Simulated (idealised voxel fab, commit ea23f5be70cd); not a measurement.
Herein follows the process module entitled voxel trench capacitor.
Displayed cross-section: cut, width of 285 nm, square cells sized 5 nm.
How to read a cross-section here: the picture is a grid of square cells, written as bands going from the top down, and any band can span one or more rows of cells.
A band entry consists of two parts. The first gives the height of the band's top and the height of its bottom, in nm. The rest lists the band's materials from left to right, each with its width in nm. A single material labelled with the word "full width" fills the band from edge to edge, and the word "empty" marks empty space.
Height reference: 0 = level under which incoming wafer is all one material. Lowest band: no bottom, runs on downward, e.g. "0 down".
A width such as "30 to 40" changes by the same amount from each row of cells to the next, from the band's top row to its bottom row.
"nothing got changed" -> step changed no cross-section cell.
Closed empty spaces (no open way to the top) of 8 cells or more are what "Enclosed void catalog" lists, each as width x height at distance from the left edge, nm for all three.
Past the settings on a step's line: simulator remark, on that step.
overlay nm: step with mask; distance mask lay right of planned place; negative value = left of planned place.

# So here's the lineup of process steps we planned
1: RECEIVE, material Si
2: CONFORMAL_DEP, material SiN, thk nm 10
3: MASKED_ETCH, tone open, mask id TRENCH, width nm 25, pitch nm 55, etch materials SiN, depth nm 10, overlay nm 0
4: MASKED_ETCH, tone open, mask id TRENCH, width nm 25, pitch nm 55, etch materials Si, depth nm 40, overlay nm 0
5: CONFORMAL_DEP, material HfO2, thk nm 5
6: CONFORMAL_DEP, material TiN, thk nm 5
7: FILL_DEP, material W, thk nm 10
8: CMP, height nm 10

# First of two wafers, with the run carried out as planned

# Wafer as received: cross-section following step 1
0 down = Si full width
Enclosed void catalog: none

# So this is the wafer cross-section right after step 2
10 to 0 = SiN full width
Below 0 it's all the same as before, nothing changed down there.

# So this is the wafer cross-section right after step 3
10 to 0 = SiN: 100, empty: 25, SiN: 30, empty: 25, SiN: 105
Below 0 it's all the same as before, nothing changed down there.

# So this is the wafer cross-section right after step 4
10 to 0 = SiN: 100, empty: 25, SiN: 30, empty: 25, SiN: 105
0 to -40 = Si: 100, empty: 25, Si: 30, empty: 25, Si: 105
Below -40 it's all the same as before, nothing changed down there.

# So this is the wafer cross-section right after step 5
15 to 10 = HfO2: 105, empty: 15, HfO2: 40, empty: 15, HfO2: 110
10 to 0 = SiN: 100, HfO2: 5, empty: 15, HfO2: 5, SiN: 30, HfO2: 5, empty: 15, HfO2: 5, SiN: 105
0 to -35 = Si: 100, HfO2: 5, empty: 15, HfO2: 5, Si: 30, HfO2: 5, empty: 15, HfO2: 5, Si: 105
-35 to -40 = Si: 100, HfO2: 25, Si: 30, HfO2: 25, Si: 105
Below -40 it's all the same as before, nothing changed down there.

# So this is the wafer cross-section right after step 6
20 to 15 = TiN: 110, empty: 5, TiN: 50, empty: 5, TiN: 115
15 to 10 = HfO2: 105, TiN: 5, empty: 5, TiN: 5, HfO2: 40, TiN: 5, empty: 5, TiN: 5, HfO2: 110
10 to 0 = SiN: 100, HfO2: 5, TiN: 5, empty: 5, TiN: 5, HfO2: 5, SiN: 30, HfO2: 5, TiN: 5, empty: 5, TiN: 5, HfO2: 5, SiN: 105
0 to -30 = Si: 100, HfO2: 5, TiN: 5, empty: 5, TiN: 5, HfO2: 5, Si: 30, HfO2: 5, TiN: 5, empty: 5, TiN: 5, HfO2: 5, Si: 105
-30 to -35 = Si: 100, HfO2: 5, TiN: 15, HfO2: 5, Si: 30, HfO2: 5, TiN: 15, HfO2: 5, Si: 105
Below -35 it's all the same as before, nothing changed down there.

# So this is the wafer cross-section right after step 7
30 to 20 = W full width
20 to 15 = TiN: 110, W: 5, TiN: 50, W: 5, TiN: 115
15 to 10 = HfO2: 105, TiN: 5, W: 5, TiN: 5, HfO2: 40, TiN: 5, W: 5, TiN: 5, HfO2: 110
10 to 0 = SiN: 100, HfO2: 5, TiN: 5, W: 5, TiN: 5, HfO2: 5, SiN: 30, HfO2: 5, TiN: 5, W: 5, TiN: 5, HfO2: 5, SiN: 105
0 to -30 = Si: 100, HfO2: 5, TiN: 5, W: 5, TiN: 5, HfO2: 5, Si: 30, HfO2: 5, TiN: 5, W: 5, TiN: 5, HfO2: 5, Si: 105
Below -30 it's all the same as before, nothing changed down there.

# So this is the wafer cross-section right after step 8
10 to 0 = SiN: 100, HfO2: 5, TiN: 5, W: 5, TiN: 5, HfO2: 5, SiN: 30, HfO2: 5, TiN: 5, W: 5, TiN: 5, HfO2: 5, SiN: 105
Below 0 it's all the same as before, nothing changed down there.

# Here the second wafer is described. Its start and its plan were those of the first wafer. Its run contained one mistake. Up to and including step 3, it did exactly what the first wafer did

# Second wafer cross-section, taken as of the time the plan sets for step 4 to be done
10 to 0 = SiN: 100, empty: 25, SiN: 30, empty: 25, SiN: 105
0 to -40 = Si: 105, empty: 15, Si: 40, empty: 15, Si: 110
Below -40 it's all the same as before, nothing changed down there.

# Second wafer cross-section, taken as of the time the plan sets for step 5 to be done
15 to 10 = HfO2: 105, empty: 15, HfO2: 40, empty: 15, HfO2: 110
10 to 0 = SiN: 100, HfO2: 5 to 10, empty: 15 to 5, HfO2: 5 to 10, SiN: 30, HfO2: 5 to 10, empty: 15 to 5, HfO2: 5 to 10, SiN: 105
0 to -35 = Si: 105, HfO2: 5, empty: 5, HfO2: 5, Si: 40, HfO2: 5, empty: 5, HfO2: 5, Si: 110
-35 to -40 = Si: 105, HfO2: 15, Si: 40, HfO2: 15, Si: 110
Below -40 it's all the same as before, nothing changed down there.

# Second wafer cross-section, taken as of the time the plan sets for step 6 to be done
20 to 15 = TiN: 110, empty: 5, TiN: 50, empty: 5, TiN: 115
15 to 10 = HfO2: 105, TiN: 5, empty: 5, TiN: 5, HfO2: 40, TiN: 5, empty: 5, TiN: 5, HfO2: 110
10 to 0 = SiN: 100, HfO2: 5 to 10, TiN: 15 to 5, HfO2: 5 to 10, SiN: 30, HfO2: 5 to 10, TiN: 15 to 5, HfO2: 5 to 10, SiN: 105
0 to -35 = Si: 105, HfO2: 5, TiN: 5, HfO2: 5, Si: 40, HfO2: 5, TiN: 5, HfO2: 5, Si: 110
Below -35 it's all the same as before, nothing changed down there.

# Second wafer cross-section, taken as of the time the plan sets for step 7 to be done
30 to 20 = W full width
20 to 15 = TiN: 110, W: 5, TiN: 50, W: 5, TiN: 115
15 to 10 = HfO2: 105, TiN: 5, W: 5, TiN: 5, HfO2: 40, TiN: 5, W: 5, TiN: 5, HfO2: 110
Below 10 it's all the same as before, nothing changed down there.

# Second wafer cross-section, taken as of the time the plan sets for step 8 to be done
10 to 0 = SiN: 100, HfO2: 5 to 10, TiN: 15 to 5, HfO2: 5 to 10, SiN: 30, HfO2: 5 to 10, TiN: 15 to 5, HfO2: 5 to 10, SiN: 105
Below 0 it's all the same as before, nothing changed down there.
Want to know what went wrong? in deviation from the planned setting, step 4 was conducted as MASKED_ETCH, tone open, mask id TRENCH, width nm 15, pitch nm 55, etch materials Si, depth nm 40, overlay nm 0
Wrapping up, a cell-based count of both wafers puts the second over or under the first for these materials: Si +32 | TiN -16 | W -16
